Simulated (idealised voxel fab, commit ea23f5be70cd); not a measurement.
Process module under the name voxel wiring stack
The cross-section shown here is cut; it is 235 nm wide and divided into square cells measuring 5 nm on a side.
A cross-section is a grid of square cells, given in bands from the top down. A band is one or more rows of cells.
Band: top and bottom heights (nm) first, top before bottom; then materials from left to right, widths in nm. "everywhere" marks a sole material filling the band edge to edge. "empty" denotes empty space.
The level at which height equals 0 is the one under which the wafer, as it arrives, is entirely one material. No lower edge exists for the bottom band, which continues downward and is notated as in "0 down".
Width spec "30 to 40" -> top row of cells at first value, bottom row at second value, equal per-row change in between.
Key: "identical to before" - step with no changed cell in the cross-section.
Any empty space of 8 cells or more lacking an open way to the top shows up in "Enclosed cavity list" as width x height at distance, distance from the left edge, in nm.
If you see something after the settings on a step's line, that's the simulator's own remark about that step.
overlay nm: where the mask lay relative to plan, measured to the right, on steps with a mask; negatives go left.

## Below is the list of planned process steps
1,RECEIVE: material Si
2,CONFORMAL_DEP: material SiO2, thk nm 15
3,DIRECTIONAL_DEP: material TiN, thk nm 5
4,DIRECTIONAL_DEP: material Ru, thk nm 25
5,MASKED_ETCH: tone cover, mask id METAL_1, width nm 20, pitch nm 45, etch materials Ru, depth nm 25, overlay nm 0
6,MASKED_ETCH: tone cover, mask id METAL_1, width nm 20, pitch nm 45, etch materials TiN, depth nm 5, overlay nm 0
7,FILL_DEP: material SiO2, thk nm 10
8,CMP: height nm 45
9,CONFORMAL_DEP: material SiCN, thk nm 5
10,DIRECTIONAL_DEP: material lowk, thk nm 5
11,DIRECTIONAL_DEP: material aC, thk nm 15
12,PATTERN: tone open, mask id PLUG_1, material resist, width nm 15, pitch nm 90, thk nm 35, overlay nm 0
13,DIRECTIONAL_ETCH: etch materials aC, depth nm 15
14,STRIP: etch materials resist
15,DIRECTIONAL_ETCH: etch materials lowk, depth nm 10
16,DIRECTIONAL_ETCH: etch materials SiCN, depth nm 5
17,STRIP: etch materials aC
18,CONFORMAL_DEP: material TiN, thk nm 5
19,FILL_DEP: material Cu, thk nm 10
20,CMP: height nm 60
21,DIRECTIONAL_DEP: material TiN, thk nm 5
22,DIRECTIONAL_DEP: material W, thk nm 15
23,MASKED_ETCH: tone cover, mask id METAL_2, width nm 20, pitch nm 45, etch materials W, depth nm 15, overlay nm 0
24,MASKED_ETCH: tone cover, mask id METAL_2, width nm 20, pitch nm 45, etch materials TiN, depth nm 5, overlay nm 0
25,CONFORMAL_DEP: material SiCN, thk nm 5
26,FILL_DEP: material lowk, thk nm 10
27,CMP: height nm 80
28,CONFORMAL_DEP: material SiN, thk nm 5
varied across the wafers: thk nm of step 10. The plan shows the first wafer's value. All wafers start alike

## The first of several wafers in cross-section, exactly as it reached us after step 1
    0 down = Si everywhere
    Enclosed cavity list: none

## The following table contains a row per wafer, in which are reported, at the conclusion of the module, the cells of each material gained (+) or lost (-) since the wafer's receipt, with its closed voids given thereafter
thk nm 5, +4 Cu, +80 Ru, +96 SiCN, +47 SiN, +327 SiO2, +87 TiN, +48 W, +110 lowk, Enclosed cavity list: none
thk nm 10, +4 Cu, +80 Ru, +96 SiCN, +47 SiN, +327 SiO2, +46 TiN, +48 W, +151 lowk, Enclosed cavity list: none
thk nm 15, +80 Ru, +102 SiCN, +47 SiN, +327 SiO2, +38 TiN, +48 W, +157 lowk, Enclosed cavity list: none
thk nm 20, +80 Ru, +102 SiCN, +47 SiN, +327 SiO2, +32 TiN, +48 W, +163 lowk, Enclosed cavity list: none
thk nm 25, +80 Ru, +102 SiCN, +47 SiN, +327 SiO2, +32 TiN, +48 W, +163 lowk, Enclosed cavity list: none
